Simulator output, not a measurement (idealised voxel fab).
Process module in this document: voxel capacitor over wiring
290 nm wide, 5 nm square cells: that's cross-section cut.
Cross-section spec: square-cell grid; bands listed top down; each band is one or more rows.
Band entry format. Leading values: height of top, height of bottom, nm. Remainder: materials in left-to-right order, each with its width in nm. Special words: "everywhere" on a single material, which then fills the band edge to edge; "empty", empty space.
Basically, 0 is our baseline, since under it the wafer straight out of the box is all one material. The bottom band has no lower end and keeps on going down, so it looks like "0..down".
So if you see something like "30->40" for the width, read it as the top row of the band sitting at the first number and the bottom row at the second, with every row in between moving by the same amount as the last.
What does "stayed the same" mean for a step? It means no cell of the cross-section changed in that step.
Heads up: "Listed closed voids" only lists the empty pockets with no open path to the top that are 8 cells or more, and it writes them as width x height at distance, distance from the left edge, in nm.
Anything after a step's settings on that line? It's the simulator's own note about the step.
The optional step-line setting "overlay nm" applies to steps with a mask and quantifies how far to the right of its planned location the mask lay, a negative value indicating leftward placement.

STEPS IN THE PROCESS PLAN
step 1: op RECEIVE | material Si
step 2: op CONFORMAL_DEP | material SiO2 | thk nm 10
step 3: op DIRECTIONAL_DEP | material TiN | thk nm 5
step 4: op DIRECTIONAL_DEP | material Ru | thk nm 25
step 5: op PATTERN | tone cover | mask id METAL_1 | material resist | width nm 25 | pitch nm 95 | thk nm 15 | overlay nm 0
step 6: op DIRECTIONAL_ETCH | etch materials Ru | depth nm 25
step 7: op DIRECTIONAL_ETCH | etch materials TiN | depth nm 5
step 8: op STRIP | etch materials resist
step 9: op CONFORMAL_DEP | material SiCN | thk nm 5
step 10: op FILL_DEP | material SiO2 | thk nm 10
step 11: op CMP | height nm 40
step 12: op CONFORMAL_DEP | material SiCN | thk nm 5
step 13: op DIRECTIONAL_DEP | material SiO2 | thk nm 15
step 14: op MASKED_ETCH | tone open | mask id PLUG_1 | width nm 15 | etch materials SiO2 | depth nm 15 | overlay nm 0
step 15: op MASKED_ETCH | tone open | mask id PLUG_1 | width nm 15 | etch materials SiCN | depth nm 5 | overlay nm 0
step 16: op CONFORMAL_DEP | material TiN | thk nm 5
step 17: op FILL_DEP | material W | thk nm 5
step 18: op CMP | height nm 60
step 19: op DIRECTIONAL_DEP | material TiN | thk nm 5
step 20: op DIRECTIONAL_DEP | material SiN | thk nm 5
step 21: op DIRECTIONAL_DEP | material TiN | thk nm 5
step 22: op DIRECTIONAL_DEP | material aC | thk nm 10
step 23: op PATTERN | tone cover | mask id UPPER_PLATE | material resist | width nm 75 | thk nm 25 | overlay nm 0
step 24: op DIRECTIONAL_ETCH | etch materials aC | depth nm 10
step 25: op STRIP | etch materials resist
step 26: op DIRECTIONAL_ETCH | etch materials TiN | depth nm 5
step 27: op DIRECTIONAL_ETCH | etch materials SiN | depth nm 5
step 28: op STRIP | etch materials aC
step 29: op MASKED_ETCH | tone cover | mask id LOWER_PLATE | width nm 85 | etch materials TiN | depth nm 5 | overlay nm 0
step 30: op FILL_DEP | material SiO2 | thk nm 15
step 31: op CMP | height nm 85
step 32: op DIRECTIONAL_DEP | material aC | thk nm 15
step 33: op PATTERN | tone open | mask id PLUG_2 | material resist | width nm 15 | thk nm 30 | overlay nm 0
step 34: op DIRECTIONAL_ETCH | etch materials aC | depth nm 15
step 35: op STRIP | etch materials resist
step 36: op DIRECTIONAL_ETCH | etch materials SiO2 | depth nm 10
step 37: op STRIP | etch materials aC
step 38: op CONFORMAL_DEP | material TiN | thk nm 5
step 39: op FILL_DEP | material W | thk nm 5
step 40: op CMP | height nm 85
step 41: op CONFORMAL_DEP | material SiN | thk nm 5

WAFER CROSS-SECTION ON RECEIPT, I.E. AFTER STEP 1
* 0..down: Si everywhere
* Listed closed voids: none

THE FIRST OF TWO WAFERS, CROSS-SECTIONED AT THE END OF THE MODULE, WITH THE RUN PROCEEDING AS PLANNED
* 90..85: SiN everywhere
* 85..80: SiO2 105 nm, TiN 5 nm, W 5 nm, TiN 5 nm, SiO2 170 nm
* 80..70: SiO2 105->95 nm, TiN 15->75 nm, SiO2 170->120 nm
* 70..65: SiO2 95 nm, SiN 75 nm, SiO2 120 nm
* 65..60: SiO2 90 nm, TiN 85 nm, SiO2 115 nm
* 60..45: SiO2 95 nm, TiN 5 nm, W 5 nm, TiN 5 nm, SiO2 180 nm
* 45..40: SiCN 95 nm, TiN 15 nm, SiCN 180 nm
* 40..15: SiO2 80 nm, SiCN 5 nm, Ru 25 nm, SiCN 5 nm, SiO2 60 nm, SiCN 5 nm, Ru 25 nm, SiCN 5 nm, SiO2 80 nm
* 15..10: SiCN 85 nm, TiN 25 nm, SiCN 70 nm, TiN 25 nm, SiCN 85 nm
* 10..0: SiO2 everywhere
* 0..down: Si everywhere
* Listed closed voids: none

SECOND WAFER CROSS-SECTION AT END OF MODULE - SHARED START AND PLAN WITH THE FIRST, ONE MISTAKE IN THE RUN
* 90..85: SiN everywhere
* 85..80: SiO2 105 nm, TiN 5 nm, W 5 nm, TiN 5 nm, SiO2 170 nm
* 80..70: SiO2 105->95 nm, TiN 15->75 nm, SiO2 170->120 nm
* 70..65: SiO2 95 nm, SiN 75 nm, SiO2 120 nm
* 65..60: SiO2 90 nm, TiN 85 nm, SiO2 115 nm
* 60..50: W 90 nm, TiN 5 nm, SiO2 15 nm, TiN 5 nm, W 175 nm
* 50..45: TiN 95 nm, SiO2 15 nm, TiN 180 nm
* 45..40: SiCN everywhere
* 40..15: SiO2 80 nm, SiCN 5 nm, Ru 25 nm, SiCN 5 nm, SiO2 60 nm, SiCN 5 nm, Ru 25 nm, SiCN 5 nm, SiO2 80 nm
* 15..10: SiCN 85 nm, TiN 25 nm, SiCN 70 nm, TiN 25 nm, SiCN 85 nm
* 10..0: SiO2 everywhere
* 0..down: Si everywhere
* Listed closed voids: none
Short version of what went wrong: rather than as planned, step 14 actually ran as op MASKED_ETCH | tone cover | mask id PLUG_1 | width nm 15 | etch materials SiO2 | depth nm 15 | overlay nm 0
The closing comparison, in cells, has the second wafer with more or fewer of some materials than the first: SiCN: 3 more | SiO2: 156 fewer | TiN: 50 more | W: 103 more
